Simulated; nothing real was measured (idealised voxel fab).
Process module, titled voxel transistor to metal
For reference, the cross-section in this document is cut, with width 295 nm and square cells of 5 nm.
We lay out every cross-section as a grid of square cells and spell it out in bands from the top down, where one band means one or more rows of cells.
Look at the band entry: it leads with the top's height and the bottom's height in nm. Then it lists the materials left to right, with a width in nm for each. The word "edge to edge" on a single material says that material fills the band edge to edge. The word "air" is empty space.
Height reference: 0 = level under which incoming wafer is all one material. Lowest band: no bottom, runs on downward, e.g. "0 down".
The two numbers in a width such as "30..40" mark its ends across the band: the first belongs to the top row of cells, the second to the bottom row, and from each row to the next the width moves by the same amount.
"identical to before" for a step: no cell of the cross-section changed in that step.
Entry "Encapsulated voids". Content: empty spaces with no open connection to the top, size 8 cells or greater. Each: width x height at distance. Distance: from left edge. Unit: nm.
On each step's line, the part that comes after the settings is the simulator's own comment on the step.
overlay nm: mask offset rightward from planned place, masked step; negative means leftward offset.

# This section lists the process steps that were planned
- 1: RECEIVE (material Si)
- 2: OXIDIZE (depth nm 5)
- 3: CONFORMAL_DEP (material SiN; thk nm 15)
- 4: MASKED_ETCH (tone cover; mask id ACTIVE; width nm 115; pitch nm 135; etch materials SiN; depth nm 15; overlay nm 0)
- 5: MASKED_ETCH (tone cover; mask id ACTIVE; width nm 115; pitch nm 135; etch materials SiO2; depth nm 5; overlay nm 0)
- 6: MASKED_ETCH (tone cover; mask id ACTIVE; width nm 115; pitch nm 135; etch materials Si; depth nm 35; overlay nm 0)
- 7: FILL_DEP (material SiO2; thk nm 15)
- 8: CMP (height nm 15)
- 9: SELECTIVE_ETCH (etch materials SiO2; depth nm 5)
- 10: STRIP (etch materials SiN)
- 11: SELECTIVE_ETCH (etch materials SiO2; depth nm 5)
- 12: OXIDIZE (depth nm 5)
- 13: DIRECTIONAL_DEP (material polySi; thk nm 20)
- 14: DIRECTIONAL_DEP (material SiCN; thk nm 15)
- 15: DIRECTIONAL_DEP (material aC; thk nm 15)
- 16: PATTERN (tone cover; mask id GATE; material resist; width nm 15; pitch nm 135; thk nm 35; overlay nm 0)
- 17: DIRECTIONAL_ETCH (etch materials aC; depth nm 15)
- 18: STRIP (etch materials resist)
- 19: DIRECTIONAL_ETCH (etch materials SiCN; depth nm 25)
- 20: DIRECTIONAL_ETCH (etch materials polySi; depth nm 30)
- 21: STRIP (etch materials aC)
- 22: CONFORMAL_DEP (material SiN; thk nm 5)
- 23: DIRECTIONAL_ETCH (etch materials SiN; depth nm 5)
- 24: DIRECTIONAL_ETCH (etch materials SiO2; depth nm 5)
- 25: DIRECTIONAL_ETCH (etch materials Si; depth nm 5)
- 26: EPI (material pSi; thk nm 10)
- 27: FILL_DEP (material SiO2; thk nm 10)
- 28: CMP (height nm 30)
- 29: DIRECTIONAL_DEP (material SiO2; thk nm 15)
- 30: MASKED_ETCH (tone open; mask id CONTACT; width nm 20; etch materials SiO2; depth nm 50; overlay nm 0)
- 31: CONFORMAL_DEP (material TiN; thk nm 5)
- 32: FILL_DEP (material W; thk nm 10)
- 33: CMP (height nm 45)
- 34: DIRECTIONAL_DEP (material TiN; thk nm 5)
- 35: DIRECTIONAL_DEP (material Ru; thk nm 20)
- 36: DIRECTIONAL_DEP (material aC; thk nm 15)
- 37: PATTERN (tone cover; mask id METAL_1; material resist; width nm 20; thk nm 30; overlay nm 0)
- 38: DIRECTIONAL_ETCH (etch materials aC; depth nm 15)
- 39: STRIP (etch materials resist)
- 40: DIRECTIONAL_ETCH (etch materials Ru; depth nm 20)
- 41: DIRECTIONAL_ETCH (etch materials TiN; depth nm 5)
- 42: STRIP (etch materials aC)
- 43: CONFORMAL_DEP (material SiCN; thk nm 5)
- 44: FILL_DEP (material SiO2; thk nm 10)
- 45: CMP (height nm 70)
- 46: CONFORMAL_DEP (material SiN; thk nm 5)

# As-received state of the wafer in cross-section, equivalent to post-step 1
0 down = Si edge to edge
Encapsulated voids: none

# Below is the wafer in cross-section after the module was completed. It began from the starting point shown above and followed the plan shown above, except that one mistake was made while running it
75 to 70 = SiN edge to edge
70 to 65 = SiCN 30 nm / TiN 20 nm / SiCN 55 nm / TiN 20 nm / SiCN 40 nm / TiN 20 nm / SiCN 55 nm / TiN 20 nm / SiCN 35 nm
65 to 45 = Ru edge to edge
45 to 30 = SiO2 30 nm / TiN 5 nm / W 10 nm / TiN 5 nm / SiO2 55 nm / TiN 5 nm / W 10 nm / TiN 5 nm / SiO2 40 nm / TiN 5 nm / W 10 nm / TiN 5 nm / SiO2 55 nm / TiN 5 nm / W 10 nm / TiN 5 nm / SiO2 35 nm
30 to 15 = SiO2 30 nm / TiN 5 nm / W 10 nm / TiN 5 nm / SiO2 15 nm / SiN 5 nm / SiCN 15 nm / SiN 5 nm / SiO2 15 nm / TiN 5 nm / W 10 nm / TiN 5 nm / SiO2 40 nm / TiN 5 nm / W 10 nm / TiN 5 nm / SiO2 15 nm / SiN 5 nm / SiCN 15 nm / SiN 5 nm / SiO2 15 nm / TiN 5 nm / W 10 nm / TiN 5 nm / SiO2 35 nm
15 to 5 = SiO2 30 nm / TiN 5 nm / W 10 nm / TiN 5 nm / SiO2 15 nm / SiN 5 nm / polySi 15 nm / SiN 5 nm / SiO2 15 nm / TiN 5 nm / W 10 nm / TiN 5 nm / SiO2 40 nm / TiN 5 nm / W 10 nm / TiN 5 nm / SiO2 15 nm / SiN 5 nm / polySi 15 nm / SiN 5 nm / SiO2 15 nm / TiN 5 nm / W 10 nm / TiN 5 nm / SiO2 35 nm
5 to 0 = SiO2 15 nm / SiN 5 nm / SiO2 10 nm / TiN 5 nm / W 10 nm / TiN 5 nm / SiO2 15 nm / SiN 5 nm / polySi 15 nm / SiN 5 nm / SiO2 15 nm / TiN 5 nm / W 10 nm / TiN 5 nm / SiO2 10 nm / SiN 5 nm / SiO2 10 nm / SiN 5 nm / SiO2 10 nm / TiN 5 nm / W 10 nm / TiN 5 nm / SiO2 15 nm / SiN 5 nm / polySi 15 nm / SiN 5 nm / SiO2 15 nm / TiN 5 nm / W 10 nm / TiN 5 nm / SiO2 10 nm / SiN 5 nm / SiO2 20 nm
0 to -5 = SiO2 15 nm / SiN 5 nm / SiO2 10 nm / TiN 20 nm / SiO2 5 nm / pSi 10 nm / SiN 5 nm / polySi 15 nm / SiN 5 nm / pSi 10 nm / SiO2 5 nm / TiN 20 nm / SiO2 10 nm / SiN 5 nm / SiO2 10 nm / SiN 5 nm / SiO2 10 nm / TiN 20 nm / SiO2 5 nm / pSi 10 nm / SiN 5 nm / polySi 15 nm / SiN 5 nm / pSi 10 nm / SiO2 5 nm / TiN 20 nm / SiO2 10 nm / SiN 5 nm / SiO2 20 nm
-5 to -10 = SiO2 20 nm / pSi 45 nm / SiO2 25 nm / pSi 45 nm / SiO2 20 nm / pSi 45 nm / SiO2 25 nm / pSi 45 nm / SiO2 25 nm
-10 to -15 = SiO2 20 nm / pSi 45 nm / Si 25 nm / pSi 45 nm / SiO2 20 nm / pSi 45 nm / Si 25 nm / pSi 45 nm / SiO2 25 nm
-15 to -40 = SiO2 20 nm / Si 115 nm / SiO2 20 nm / Si 115 nm / SiO2 25 nm
-40 down = Si edge to edge
Encapsulated voids: none
Where did the run depart from the plan? steps 34 and 35 of the plan were each performed in the slot designated for the other
